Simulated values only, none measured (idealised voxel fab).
The process module presented herein is designated voxel ribs on slabs.
Cross-sectional view cut (width: 250 nm; square cell size: 5 nm).
When this document writes out a cross-section, it uses a grid of square cells and lists it as bands, beginning at the top and moving down, with a band standing for one or more rows of cells. Band: top and bottom heights (nm) first, top before bottom; then materials from left to right, widths in nm. "throughout" marks a sole material filling the band edge to edge. "blank" denotes empty space. Height 0 is the level under which the wafer as received is all one material. The lowest band goes on downwards, as in "0 down". With a width like "30..40", each row of cells in the band differs from the next by the same amount, the top row carrying the first number and the bottom row the second. Given "no alteration" for a step, no cell of the cross-section differs between before and after that step. In "Entrapped void list" the enclosed voids are listed, meaning empty spaces of 8 cells or larger without any opening to the top. The form is width x height at distance, distance from the left edge, units nm. On each step's line, the part that comes after the settings is the simulator's own comment on the step. overlay nm: for a step with a mask, the amount by which the mask lay right of where it was planned; a negative amount means left of it.
# Steps planned for the process
step 1: RECEIVE,material Si
step 2: DIRECTIONAL_DEP,material SiO2,thk nm 20
step 3: DIRECTIONAL_DEP,material polySi,thk nm 25
step 4: MASKED_ETCH,tone cover,mask id RIB,width nm 20,etch materials polySi,depth nm 10,overlay nm 0
step 5: PATTERN,tone cover,mask id SLAB,material resist,width nm 70,thk nm 15,overlay nm 0
step 6: DIRECTIONAL_ETCH,etch materials polySi,depth nm 15
step 7: STRIP,etch materials resist
step 8: FILL_DEP,material SiO2,thk nm 20
step 9: CMP,height nm 55
step 10: DIRECTIONAL_DEP,material W,thk nm 5
step 11: DIRECTIONAL_DEP,material aC,thk nm 10
step 12: PATTERN,tone cover,mask id HEATER,material resist,width nm 30,thk nm 25,overlay nm 0
step 13: DIRECTIONAL_ETCH,etch materials aC,depth nm 10
step 14: STRIP,etch materials resist
step 15: DIRECTIONAL_ETCH,etch materials W,depth nm 5
step 16: STRIP,etch materials aC
step 17: CONFORMAL_DEP,material SiN,thk nm 5
# Shown in cross-section is the wafer as received, that is, as it stands after step 1
> 0 down: Si throughout
> Entrapped void list: none
# First of two wafers, end-of-module section, run followed plan
> 65 to 60: blank: 105  SiN: 40  blank: 105
> 60 to 55: SiN: 110  W: 30  SiN: 110
> 55 to 45: SiO2 throughout
> 45 to 35: SiO2: 115  polySi: 20  SiO2: 115
> 35 to 20: SiO2: 90  polySi: 70  SiO2: 90
> 20 to 0: SiO2 throughout
> 0 down: Si throughout
> Entrapped void list: none
# Second wafer through the module, sectioned at the end: same beginning and same plan as the first wafer, with one mistake in carrying it out
> 65 to 60: SiN: 115  blank: 20  SiN: 115
> 60 to 55: W: 110  SiN: 30  W: 110
> 55 to 45: SiO2 throughout
> 45 to 35: SiO2: 115  polySi: 20  SiO2: 115
> 35 to 20: SiO2: 90  polySi: 70  SiO2: 90
> 20 to 0: SiO2 throughout
> 0 down: Si throughout
> Entrapped void list: none
Which mistake was made when the wafer was run? note that step 12 departed from the planned setting and was carried out as PATTERN,tone open,mask id HEATER,material resist,width nm 30,thk nm 25,overlay nm 0
Wafer comparison, final, in cells, second relative to first, materials more or fewer: +38 W
